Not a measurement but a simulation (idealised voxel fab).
Process module name: voxel quadruple lines
It is cross-section cut that appears here, measuring 245 nm in width, its square cells being 5 nm in size.
If you're reading a cross-section in this doc, picture square cells in a grid; it comes to you as bands, top ones listed first down to the bottom, and a band can be one or more rows of cells. Top height, bottom height, nm. Materials left to right, width each, nm. Single material + "edge to edge" = fills band edge to edge. "empty" = empty. Measure heights from 0. That's the level where, below it, the as-received wafer is all one material. The lowest band is bottomless and extends downward; write it as in "0 -> down". When a width is written as two numbers, as in "30..40", the first number is the width in the top row of cells of the band and the second is the width in its bottom row, and the width changes by the same amount from each row to the next. The designation "nothing altered", where it is given for a processing step, indicates that no cell of the cross-section was altered in the course of that step. In the "Sealed voids" entry, you get each enclosed empty space of 8 cells or more, one with no open way to the top, written width x height at distance, distance from the left edge, in nm. Past the settings on a step's line: simulator remark, on that step. When a step includes a mask, the "overlay nm" setting on its line states how far to the right of its planned place that mask lay, and negative values state how far to the left.

Planned process steps:
- 1: RECEIVE,material Si
- 2: CONFORMAL_DEP,material Al2O3,thk nm 10
- 3: DIRECTIONAL_DEP,material TiN,thk nm 10
- 4: DIRECTIONAL_DEP,material polySi,thk nm 15
- 5: DIRECTIONAL_DEP,material aC,thk nm 25
- 6: PATTERN,tone cover,mask id MANDREL,material resist,width nm 25,pitch nm 80,thk nm 35,overlay nm 0
- 7: DIRECTIONAL_ETCH,etch materials aC,depth nm 25
- 8: STRIP,etch materials resist
- 9: CONFORMAL_DEP,material SiO2,thk nm 15
- 10: DIRECTIONAL_ETCH,etch materials SiO2,depth nm 15
- 11: STRIP,etch materials aC
- 12: DIRECTIONAL_ETCH,etch materials polySi,depth nm 15
- 13: STRIP,etch materials SiO2
- 14: CONFORMAL_DEP,material SiN,thk nm 5
- 15: DIRECTIONAL_ETCH,etch materials SiN,depth nm 5
- 16: STRIP,etch materials polySi
- 17: DIRECTIONAL_ETCH,etch materials TiN,depth nm 10
- 18: STRIP,etch materials SiN

Incoming wafer, cross-sectional view, post step 1:
* 0 -> down = Si edge to edge
* Sealed voids: none

One mistake in running the module, otherwise start and plan as above: cross-section at the end:
* 20 -> 15 = 50 nm empty, 5 nm TiN, 15 nm empty, 5 nm TiN, 15 nm empty, 5 nm TiN, 15 nm empty, 5 nm TiN, 15 nm empty, 5 nm TiN, 15 nm empty, 5 nm TiN, 15 nm empty, 5 nm TiN, 15 nm empty, 5 nm TiN, 50 nm empty
* 15 -> 10 = TiN edge to edge
* 10 -> 0 = Al2O3 edge to edge
* 0 -> down = Si edge to edge
* Sealed voids: none
What was the processing mistake? step 17 deviated from plan and actually ran as DIRECTIONAL_ETCH,etch materials TiN,depth nm 5
